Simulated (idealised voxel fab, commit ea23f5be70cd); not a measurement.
Process module heading - voxel transistor to metal
FYI the section here is cut, 300 nm wide, cells are 5 nm squares.
Cross-section format: a grid of square cells, given as bands from top to bottom; each band is one or more rows of cells. The entry gives the band's vertical extent as a top height and a bottom height in nm, then its horizontal make-up as materials from left to right, each with a width in nm. "air" stands for empty space; a single material marked "full width" fills the band edge to edge. Measure heights from 0. That's the level where, below it, the as-received wafer is all one material. The lowest band is bottomless and extends downward; write it as in "0 nm and below". Width "30..40": first value at the band's top row of cells, second value at its bottom row, equal change from row to row. Step note "no alteration" = no cross-section cell changed. Entry "Trapped cavities" = empty spaces >= 8 cells with no open way to the top; each as width x height at distance, distance from left edge, all nm. That trailing text on a step's line, after the settings, is the simulator's own remark on the step. "overlay nm" on a masked step: distance the mask lay right of its planned place, negative for left.

Here's what the planned process steps look like:
- 1: RECEIVE, material Si
- 2: OXIDIZE, depth nm 5
- 3: CONFORMAL_DEP, material SiN, thk nm 10
- 4: MASKED_ETCH, tone cover, mask id ACTIVE, width nm 115, pitch nm 135, etch materials SiN, depth nm 10, overlay nm 0
- 5: MASKED_ETCH, tone cover, mask id ACTIVE, width nm 115, pitch nm 135, etch materials SiO2, depth nm 5, overlay nm 0
- 6: MASKED_ETCH, tone cover, mask id ACTIVE, width nm 115, pitch nm 135, etch materials Si, depth nm 35, overlay nm 0
- 7: OXIDIZE, depth nm 5
- 8: FILL_DEP, material SiO2, thk nm 10
- 9: CMP, height nm 10
- 10: SELECTIVE_ETCH, etch materials SiO2, depth nm 5
- 11: STRIP, etch materials SiN
- 12: SELECTIVE_ETCH, etch materials SiO2, depth nm 5
- 13: OXIDIZE, depth nm 5
- 14: DIRECTIONAL_DEP, material polySi, thk nm 20
- 15: DIRECTIONAL_DEP, material SiCN, thk nm 15
- 16: DIRECTIONAL_DEP, material aC, thk nm 10
- 17: PATTERN, tone cover, mask id GATE, material resist, width nm 25, pitch nm 135, thk nm 30, overlay nm 0
- 18: DIRECTIONAL_ETCH, etch materials aC, depth nm 10
- 19: STRIP, etch materials resist
- 20: DIRECTIONAL_ETCH, etch materials SiCN, depth nm 25
- 21: DIRECTIONAL_ETCH, etch materials polySi, depth nm 30
- 22: STRIP, etch materials aC
- 23: CONFORMAL_DEP, material SiO2, thk nm 5
- 24: DIRECTIONAL_ETCH, etch materials SiO2, depth nm 5
- 25: CONFORMAL_DEP, material SiN, thk nm 5
- 26: DIRECTIONAL_ETCH, etch materials SiN, depth nm 5
- 27: DIRECTIONAL_ETCH, etch materials SiO2, depth nm 5
- 28: DIRECTIONAL_ETCH, etch materials Si, depth nm 10
- 29: EPI, material pSi, thk nm 10
- 30: FILL_DEP, material SiO2, thk nm 5
- 31: CMP, height nm 15
- 32: STRIP, etch materials polySi
- 33: SELECTIVE_ETCH, etch materials SiO2, depth nm 5
- 34: CONFORMAL_DEP, material HfO2, thk nm 5
- 35: CONFORMAL_DEP, material TiN, thk nm 5
- 36: FILL_DEP, material W, thk nm 10
- 37: CMP, height nm 10
- 38: DIRECTIONAL_DEP, material SiO2, thk nm 15
- 39: MASKED_ETCH, tone open, mask id CONTACT, width nm 15, etch materials SiO2, depth nm 35, overlay nm 0
- 40: CONFORMAL_DEP, material TiN, thk nm 5
- 41: FILL_DEP, material Ru, thk nm 10
- 42: CMP, height nm 25
- 43: DIRECTIONAL_DEP, material TiN, thk nm 5
- 44: DIRECTIONAL_DEP, material Ru, thk nm 25
- 45: MASKED_ETCH, tone cover, mask id METAL_1, width nm 15, etch materials Ru, depth nm 25, overlay nm 0
- 46: MASKED_ETCH, tone cover, mask id METAL_1, width nm 15, etch materials TiN, depth nm 5, overlay nm 0
- 47: FILL_DEP, material lowk, thk nm 5
- 48: CMP, height nm 55
- 49: CONFORMAL_DEP, material SiN, thk nm 5

As received (post step 1): cross-section:
	0 nm and below  Si full width
	Trapped cavities: none

Same starting wafer, same plan as above, one mistake in the execution; this is the cross-section at the end of the module:
	60 nm to 55 nm  SiN full width
	55 nm to 30 nm  35 nm lowk | 15 nm Ru | 65 nm lowk | 15 nm Ru | 40 nm lowk | 15 nm Ru | 65 nm lowk | 15 nm Ru | 35 nm lowk
	30 nm to 25 nm  35 nm lowk | 15 nm TiN | 65 nm lowk | 15 nm TiN | 40 nm lowk | 15 nm TiN | 65 nm lowk | 15 nm TiN | 35 nm lowk
	25 nm to 15 nm  30 nm Ru | 5 nm TiN | 15 nm SiO2 | 5 nm TiN | 55 nm Ru | 5 nm TiN | 15 nm SiO2 | 5 nm TiN | 30 nm Ru | 5 nm TiN | 15 nm SiO2 | 5 nm TiN | 55 nm Ru | 5 nm TiN | 15 nm SiO2 | 5 nm TiN | 30 nm Ru
	15 nm to 10 nm  30 nm Ru | 5 nm TiN | 15 nm SiO2 | 65 nm TiN | 15 nm SiO2 | 5 nm TiN | 30 nm Ru | 5 nm TiN | 15 nm SiO2 | 65 nm TiN | 15 nm SiO2 | 5 nm TiN | 30 nm Ru
	10 nm to 0 nm  30..20 nm Ru | 5..15 nm TiN | 15 nm SiO2 | 10 nm TiN | 5 nm SiN | 5 nm HfO2 | 5 nm TiN | 15 nm W | 5 nm TiN | 5 nm HfO2 | 5 nm SiN | 10 nm TiN | 15 nm SiO2 | 5..15 nm TiN | 30..10 nm Ru | 5..15 nm TiN | 15 nm SiO2 | 10 nm TiN | 5 nm SiN | 5 nm HfO2 | 5 nm TiN | 15 nm W | 5 nm TiN | 5 nm HfO2 | 5 nm SiN | 10 nm TiN | 15 nm SiO2 | 5..15 nm TiN | 30..20 nm Ru
	0 nm to -5 nm  20 nm Ru | 5 nm TiN | 5 nm SiN | 5 nm TiN | 15 nm SiO2 | 10 nm pSi | 5 nm SiN | 5 nm HfO2 | 25 nm TiN | 5 nm HfO2 | 5 nm SiN | 10 nm pSi | 15 nm SiO2 | 5 nm TiN | 5 nm SiN | 5 nm TiN | 10 nm Ru | 5 nm TiN | 5 nm SiN | 5 nm TiN | 15 nm SiO2 | 10 nm pSi | 5 nm SiN | 5 nm HfO2 | 25 nm TiN | 5 nm HfO2 | 5 nm SiN | 10 nm pSi | 15 nm SiO2 | 5 nm TiN | 5 nm SiN | 5 nm TiN | 20 nm Ru
	-5 nm to -10 nm  25 nm TiN | 5 nm SiO2 | 5 nm TiN | 15 nm SiO2 | 10 nm pSi | 5 nm SiO2 | 35 nm HfO2 | 5 nm SiO2 | 10 nm pSi | 15 nm SiO2 | 5 nm TiN | 5 nm SiO2 | 20 nm TiN | 5 nm SiO2 | 5 nm TiN | 15 nm SiO2 | 10 nm pSi | 5 nm SiO2 | 35 nm HfO2 | 5 nm SiO2 | 10 nm pSi | 15 nm SiO2 | 5 nm TiN | 5 nm SiO2 | 25 nm TiN
	-10 nm to -20 nm  30 nm SiO2 | 30 nm pSi | 45 nm Si | 30 nm pSi | 30 nm SiO2 | 30 nm pSi | 45 nm Si | 30 nm pSi | 30 nm SiO2
	-20 nm to -45 nm  30 nm SiO2 | 105 nm Si | 30 nm SiO2 | 105 nm Si | 30 nm SiO2
	-45 nm and below  Si full width
	Trapped cavities: none
What was done differently from what was planned? step 39 ran as: MASKED_ETCH, tone cover, mask id CONTACT, width nm 15, etch materials SiO2, depth nm 35, overlay nm 0
